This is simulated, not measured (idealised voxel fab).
process module | voxel transistor to metal
cross-section cut | 215 nm wide | cells 5 nm
A cross-section is a grid of square cells, given in bands from the top down. A band is one or more rows of cells.
Each band's line starts with the height of the band's top and of its bottom, in nm. Then come its materials from left to right, each with its width in nm. One material with "throughout" fills the band from edge to edge. "air" is empty space.
Height 0 is the level under which the wafer as received is all one material. The lowest band goes on downwards, as in "0 down".
A width such as "30 to 40" changes by the same amount from each row of cells to the next, from the band's top row to its bottom row.
"no change" after a step means that no cell of the cross-section changed.
closed voids: empty space of 8 cells or more with no open way to the top, each as width x height at its distance from the left edge, in nm
after a step's settings: what the simulator itself notes on the step
overlay nm, on a step with a mask: how far to the right of its planned place the mask lay; to the left if negative
plan
1 op RECEIVE | material Si
2 op OXIDIZE | depth nm 5
3 op CONFORMAL_DEP | material SiN | thk nm 15
4 op DIRECTIONAL_DEP | material aC | thk nm 10
5 op PATTERN | tone cover | mask id ACTIVE | material resist | width nm 115 | thk nm 25 | overlay nm 0
6 op DIRECTIONAL_ETCH | etch materials aC | depth nm 10
7 op STRIP | etch materials resist
8 op DIRECTIONAL_ETCH | etch materials SiN | depth nm 15
9 op DIRECTIONAL_ETCH | etch materials SiO2 | depth nm 5
10 op DIRECTIONAL_ETCH | etch materials Si | depth nm 25
11 op STRIP | etch materials aC
12 op OXIDIZE | depth nm 5
13 op FILL_DEP | material SiO2 | thk nm 15
14 op CMP | height nm 15
15 op SELECTIVE_ETCH | etch materials SiO2 | depth nm 15
16 op STRIP | etch materials SiN
17 op SELECTIVE_ETCH | etch materials SiO2 | depth nm 5
18 op OXIDIZE | depth nm 5
19 op DIRECTIONAL_DEP | material polySi | thk nm 20
20 op DIRECTIONAL_DEP | material SiCN | thk nm 10
21 op PATTERN | tone cover | mask id GATE | material resist | width nm 25 | thk nm 20 | overlay nm 0
22 op DIRECTIONAL_ETCH | etch materials SiCN | depth nm 20
23 op DIRECTIONAL_ETCH | etch materials polySi | depth nm 30
24 op STRIP | etch materials resist
25 op CONFORMAL_DEP | material SiN | thk nm 5
26 op DIRECTIONAL_ETCH | etch materials SiN | depth nm 5
27 op DIRECTIONAL_ETCH | etch materials SiO2 | depth nm 5
28 op DIRECTIONAL_ETCH | etch materials Si | depth nm 15
29 op EPI | material SiGe | thk nm 15
30 op FILL_DEP | material SiO2 | thk nm 10
31 op CMP | height nm 15
32 op STRIP | etch materials polySi
33 op SELECTIVE_ETCH | etch materials SiO2 | depth nm 5
34 op CONFORMAL_DEP | material HfO2 | thk nm 5
35 op CONFORMAL_DEP | material TiN | thk nm 5
36 op FILL_DEP | material W | thk nm 10
37 op CMP | height nm 0
38 op DIRECTIONAL_DEP | material SiO2 | thk nm 15
39 op PATTERN | tone open | mask id CONTACT | material resist | width nm 20 | pitch nm 85 | thk nm 20 | overlay nm 0
40 op DIRECTIONAL_ETCH | etch materials SiO2 | depth nm 35
41 op STRIP | etch materials resist
42 op CONFORMAL_DEP | material TiN | thk nm 5
43 op FILL_DEP | material W | thk nm 10
44 op CMP | height nm 25
45 op DIRECTIONAL_DEP | material TiN | thk nm 5
46 op DIRECTIONAL_DEP | material Ru | thk nm 15
47 op PATTERN | tone cover | mask id METAL_1 | material resist | width nm 20 | pitch nm 85 | thk nm 20 | overlay nm 0
48 op DIRECTIONAL_ETCH | etch materials Ru | depth nm 15
49 op DIRECTIONAL_ETCH | etch materials TiN | depth nm 5
50 op STRIP | etch materials resist
51 op CONFORMAL_DEP | material SiCN | thk nm 5
52 op FILL_DEP | material lowk | thk nm 10
53 op CMP | height nm 45
54 op CONFORMAL_DEP | material SiCN | thk nm 5
varied across the wafers: height nm of step 37. The plan shows the first wafer's value. All wafers start alike
first wafer as received, after step 1
  0 down: Si throughout
  closed voids: none
each wafer at the end: cells of each material gained (+) or lost (-) since it was received, then its closed voids
height nm 0 | +9 HfO2 | +24 Ru | -238 Si | +90 SiCN | +54 SiGe | +2 SiN | +259 SiO2 | +74 TiN | +63 W | +93 lowk | closed voids: none
height nm 5 | +11 HfO2 | +24 Ru | -238 Si | +90 SiCN | +60 SiGe | +4 SiN | +281 SiO2 | +80 TiN | +25 W | +93 lowk | closed voids: none
height nm 10 | +13 HfO2 | +24 Ru | -238 Si | +90 SiCN | +60 SiGe | +6 SiN | +309 SiO2 | +47 TiN | +26 W | +93 lowk | closed voids: none
height nm 15 | +51 HfO2 | +24 Ru | -238 Si | +90 SiCN | +60 SiGe | +8 SiN | +306 SiO2 | +29 TiN | +7 W | +93 lowk | closed voids: none
height nm 20 | +57 HfO2 | +24 Ru | -238 Si | +90 SiCN | +60 SiGe | +8 SiN | +271 SiO2 | +61 TiN | +4 W | +93 lowk | closed voids: none
height nm 25 | +57 HfO2 | +24 Ru | -238 Si | +90 SiCN | +60 SiGe | +8 SiN | +236 SiO2 | +63 TiN | +37 W | +93 lowk | closed voids: none
